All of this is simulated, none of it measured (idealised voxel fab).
process module | voxel fin reveal
cross-section cut | 210 nm wide | cells 5 nm
A cross-section is a grid of square cells, given in bands from the top down. A band is one or more rows of cells.
Each band's line starts with the height of the band's top and of its bottom, in nm. Then come its materials from left to right, each with its width in nm. One material with "throughout" fills the band from edge to edge. "air" is empty space.
Height 0 is the level under which the wafer as received is all one material. The lowest band goes on downwards, as in "0 down".
A width such as "30 to 40" changes by the same amount from each row of cells to the next, from the band's top row to its bottom row.
"no change" after a step means that no cell of the cross-section changed.
closed voids: empty space of 8 cells or more with no open way to the top, each as width x height at its distance from the left edge, in nm
after a step's settings: what the simulator itself notes on the step
overlay nm, on a step with a mask: how far to the right of its planned place the mask lay; to the left if negative
plan
1 op RECEIVE | material Si
2 op CONFORMAL_DEP | material SiN | thk nm 10
3 op DIRECTIONAL_DEP | material aC | thk nm 15
4 op PATTERN | tone cover | mask id FINS | material resist | width nm 15 | pitch nm 40 | thk nm 35 | overlay nm 0
5 op DIRECTIONAL_ETCH | etch materials aC | depth nm 15
6 op STRIP | etch materials resist
7 op DIRECTIONAL_ETCH | etch materials SiN | depth nm 10
8 op DIRECTIONAL_ETCH | etch materials Si | depth nm 35
9 op STRIP | etch materials aC
10 op FILL_DEP | material SiO2 | thk nm 5
11 op CMP | height nm 10
12 op SELECTIVE_ETCH | etch materials SiO2 | depth nm 30
13 op STRIP | etch materials SiN
14 op CONFORMAL_DEP | material SiO2 | thk nm 5
varied across the wafers: width nm of step 4. The plan shows the first wafer's value. All wafers start alike
first wafer as received, after step 1
  0 down: Si throughout
  closed voids: none
each wafer at the end: cells of each material gained (+) or lost (-) since it was received, then its closed voids
width nm 15 | -231 Si | +165 SiO2 | closed voids: none
width nm 20 | -210 Si | +156 SiO2 | closed voids: none
width nm 25 | -189 Si | +147 SiO2 | closed voids: none
